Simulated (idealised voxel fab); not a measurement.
process module | voxel wiring stack
cross-section cut | 270 nm wide | cells 5 nm
A cross-section is a grid of square cells, given in bands from the top down. A band is one or more rows of cells.
Each band's line starts with the height of the band's top and of its bottom, in nm. Then come its materials from left to right, each with its width in nm. One material with "throughout" fills the band from edge to edge. "air" is empty space.
Height 0 is the level under which the wafer as received is all one material. The lowest band goes on downwards, as in "0 down".
A width such as "30 to 40" changes by the same amount from each row of cells to the next, from the band's top row to its bottom row.
"no change" after a step means that no cell of the cross-section changed.
closed voids: empty space of 8 cells or more with no open way to the top, each as width x height at its distance from the left edge, in nm
after a step's settings: what the simulator itself notes on the step
overlay nm, on a step with a mask: how far to the right of its planned place the mask lay; to the left if negative
plan
1 op RECEIVE | material Si
2 op CONFORMAL_DEP | material SiO2 | thk nm 10
3 op CONFORMAL_DEP | material SiCN | thk nm 5
4 op DIRECTIONAL_DEP | material SiO2 | thk nm 20
5 op DIRECTIONAL_DEP | material aC | thk nm 10
6 op PATTERN | tone open | mask id METAL_1 | material resist | width nm 20 | pitch nm 45 | thk nm 30 | overlay nm 0
7 op DIRECTIONAL_ETCH | etch materials aC | depth nm 10
8 op STRIP | etch materials resist
9 op DIRECTIONAL_ETCH | etch materials SiO2 | depth nm 20
10 op DIRECTIONAL_ETCH | etch materials SiCN | depth nm 5
11 op STRIP | etch materials aC
12 op CONFORMAL_DEP | material TiN | thk nm 5
13 op FILL_DEP | material Cu | thk nm 10
14 op CMP | height nm 35
15 op EPI | material Ru | thk nm 5
16 op FILL_DEP | material SiCN | thk nm 5
17 op DIRECTIONAL_DEP | material SiO2 | thk nm 20
18 op PATTERN | tone open | mask id PLUG_1 | material resist | width nm 15 | thk nm 15 | overlay nm 0
19 op DIRECTIONAL_ETCH | etch materials SiO2 | depth nm 20
20 op DIRECTIONAL_ETCH | etch materials SiCN | depth nm 5
21 op STRIP | etch materials resist
22 op CONFORMAL_DEP | material TiN | thk nm 5
23 op FILL_DEP | material Ru | thk nm 5
24 op CMP | height nm 65
25 op DIRECTIONAL_DEP | material TiN | thk nm 5
26 op DIRECTIONAL_DEP | material Ru | thk nm 25
27 op MASKED_ETCH | tone cover | mask id METAL_2 | width nm 20 | pitch nm 45 | etch materials Ru | depth nm 25 | overlay nm 0
28 op MASKED_ETCH | tone cover | mask id METAL_2 | width nm 20 | pitch nm 45 | etch materials TiN | depth nm 5 | overlay nm 0
29 op CONFORMAL_DEP | material SiN | thk nm 5
30 op FILL_DEP | material lowk | thk nm 5
31 op CMP | height nm 95
32 op CONFORMAL_DEP | material SiCN | thk nm 5
33 op DIRECTIONAL_DEP | material SiO2 | thk nm 15
34 op PATTERN | tone open | mask id PLUG_2 | material resist | width nm 15 | pitch nm 45 | thk nm 15 | overlay nm 0
35 op DIRECTIONAL_ETCH | etch materials SiO2 | depth nm 15
36 op DIRECTIONAL_ETCH | etch materials SiCN | depth nm 5
37 op STRIP | etch materials resist
38 op CONFORMAL_DEP | material TiN | thk nm 5
39 op FILL_DEP | material Ru | thk nm 10
40 op CMP | height nm 115
41 op DIRECTIONAL_DEP | material TiN | thk nm 5
42 op DIRECTIONAL_DEP | material Ru | thk nm 15
43 op MASKED_ETCH | tone cover | mask id METAL_3 | width nm 20 | pitch nm 45 | etch materials Ru | depth nm 15 | overlay nm 0
44 op MASKED_ETCH | tone cover | mask id METAL_3 | width nm 20 | pitch nm 45 | etch materials TiN | depth nm 5 | overlay nm 0
45 op CONFORMAL_DEP | material SiCN | thk nm 5
46 op FILL_DEP | material SiO2 | thk nm 10
47 op CMP | height nm 135
48 op CONFORMAL_DEP | material SiCN | thk nm 5
varied across the wafers: thk nm of step 38. The plan shows the first wafer's value. All wafers start alike
first wafer as received, after step 1
  0 down: Si throughout
  closed voids: none
each wafer at the end: cells of each material gained (+) or lost (-) since it was received, then its closed voids
thk nm 5 | +16 Cu | +86 Ru | +299 SiCN | +66 SiN | +766 SiO2 | +69 TiN | +210 lowk | closed voids: none
thk nm 10 | +16 Cu | +80 Ru | +299 SiCN | +66 SiN | +766 SiO2 | +75 TiN | +210 lowk | closed voids: none
thk nm 15 | +16 Cu | +80 Ru | +299 SiCN | +66 SiN | +766 SiO2 | +75 TiN | +210 lowk | closed voids: none
thk nm 20 | +16 Cu | +80 Ru | +299 SiCN | +66 SiN | +766 SiO2 | +75 TiN | +210 lowk | closed voids: none
